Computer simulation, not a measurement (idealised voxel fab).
The process module that follows is named voxel tone inversion.
Cross-section cut: width 230 nm, square cells of 5 nm.
The cross-sections in this document take the form of a grid made of square cells. They are written out as bands, in order from top to bottom. Each band consists of one or more rows of cells.
This entry defines a band. It first specifies the height of the band's top and the height of its bottom in nm, and then specifies the band's materials from left to right, stating each material with its width in nm. The word "everywhere" identifies a single material that fills the band from edge to edge, while the word "empty" identifies empty space.
It should be noted that heights are counted from 0, beneath which the wafer as supplied is of one material throughout, and that the lowest band possesses no lower boundary but continues downward, as written in "0 nm and below".
You'd read "30..40" like this: the band's top row of cells is as wide as the first number, its bottom row is as wide as the second, and going down, every row changes width by the same amount as the row before did.
Key: "left unchanged" - step with no changed cell in the cross-section.
Entry "Unvented voids" = empty spaces >= 8 cells with no open way to the top; each as width x height at distance, distance from left edge, all nm.
It should be noted that, on the line of a given step, the content following the step's settings is a remark produced by the simulator itself with respect to that step.
On any step carrying a mask, the "overlay nm" setting, if present on the step's line, tells how far right of its planned place the mask lay; negative values point to the left.

The planned process steps are enumerated hereunder
1,RECEIVE,material Si
2,CONFORMAL_DEP,material SiCN,thk nm 10
3,DIRECTIONAL_DEP,material aC,thk nm 25
4,PATTERN,tone cover,mask id POSTS,material resist,width nm 20,pitch nm 35,thk nm 30,overlay nm 0
5,DIRECTIONAL_ETCH,etch materials aC,depth nm 25
6,STRIP,etch materials resist
7,FILL_DEP,material SiO2,thk nm 10
8,CMP,height nm 35
9,STRIP,etch materials aC

Incoming wafer, cross-sectional view, post step 1
0 nm and below | Si everywhere
Unvented voids: none

Cross-sectional image of the first of two wafers at the end of the module, the run having proceeded as planned
35 nm to 10 nm | 70 nm SiO2 | 20 nm empty | 15 nm SiO2 | 20 nm empty | 15 nm SiO2 | 20 nm empty | 70 nm SiO2
10 nm to 0 nm | SiCN everywhere
0 nm and below | Si everywhere
Unvented voids: none

second wafer at the end: like start, like plan, one mistake
35 nm to 25 nm | SiO2 everywhere
25 nm to 0 nm | 70 nm SiO2 | 20 nm aC | 15 nm SiO2 | 20 nm aC | 15 nm SiO2 | 20 nm aC | 70 nm SiO2
0 nm and below | Si everywhere
Unvented voids: none
Nonconformance to the process plan: execution of step 2 of the plan did not take place, the step having been omitted
In the final state, the cell counts of the second wafer exceed or fall short of those of the first for the following materials: SiCN -92, SiO2 +92, aC +60
